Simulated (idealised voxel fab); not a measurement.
This is a process module. Its name is voxel tone inversion.
For reference, the cross-section in this document is cut, with width 255 nm and square cells of 5 nm.
A cross-section is written here as square cells arranged in a grid, and it is given in bands from the top down, each band taking up one or more rows of cells. Basically the band line says how high the top is and how high the bottom is, in nm, and then what's in it from left to right, every material with its width in nm. Empty space shows up as "blank", and if a single material carries "full width" it runs the full band edge to edge. All heights in this document are referenced to 0, defined as the level beneath which the wafer, as received, consists entirely of one material. The lowest band is not bounded below; it extends indefinitely downward and is written in the form "0..down". Read "30 to 40" as a graded width: first number on top, second number at the bottom, same change between each pair of neighbouring rows. Reading "left unchanged" for a step: not a cell of the cross-section changed in it. Empty spaces without an open route to the top, at least 8 cells in extent, make up the entry "Fully sealed voids"; each is given as width x height at distance, where the distance is measured from the left edge, and all are in nm. It should be noted that, on the line of a given step, the content following the step's settings is a remark produced by the simulator itself with respect to that step. The line of a step may include "overlay nm". On a step with a mask, this value is how far to the right of its planned place the mask lay. A negative value means the mask lay to the left.
PLAN
1: RECEIVE [material Si]
2: CONFORMAL_DEP [material SiN] [thk nm 5]
3: DIRECTIONAL_DEP [material polySi] [thk nm 20]
4: PATTERN [tone cover] [mask id POSTS] [material resist] [width nm 20] [pitch nm 40] [thk nm 30] [overlay nm 0]
5: DIRECTIONAL_ETCH [etch materials polySi] [depth nm 20]
6: STRIP [etch materials resist]
7: FILL_DEP [material lowk] [thk nm 5]
8: CMP [height nm 25]
9: STRIP [etch materials polySi]
10: CONFORMAL_DEP [material TiN] [thk nm 5]
11: FILL_DEP [material Cu] [thk nm 5]
12: CMP [height nm 25]
13: CONFORMAL_DEP [material SiN] [thk nm 5]
CROSS-SECTIONAL VIEW OF THE WAFER IN ITS AS-RECEIVED CONDITION, CORRESPONDING TO THE STATE AFTER STEP 1
> 0..down: Si full width
> Fully sealed voids: none
THE PLAN ABOVE WAS CARRIED OUT ON THE STARTING STRUCTURE ABOVE WITH ONE MISTAKE, AND THIS CROSS-SECTION SHOWS THE WAFER AT THE END OF THE MODULE
> 30..25: polySi full width
> 25..10: 55 lowk | 5 TiN | 10 Cu | 5 TiN | 20 lowk | 5 TiN | 10 Cu | 5 TiN | 20 lowk | 5 TiN | 10 Cu | 5 TiN | 20 lowk | 5 TiN | 10 Cu | 5 TiN | 60 lowk
> 10..5: 55 lowk | 20 TiN | 20 lowk | 20 TiN | 20 lowk | 20 TiN | 20 lowk | 20 TiN | 60 lowk
> 5..0: SiN full width
> 0..down: Si full width
> Fully sealed voids: none
Want to know what went wrong? step 13 went in with a setting other than planned; the actual run was CONFORMAL_DEP [material polySi] [thk nm 5]
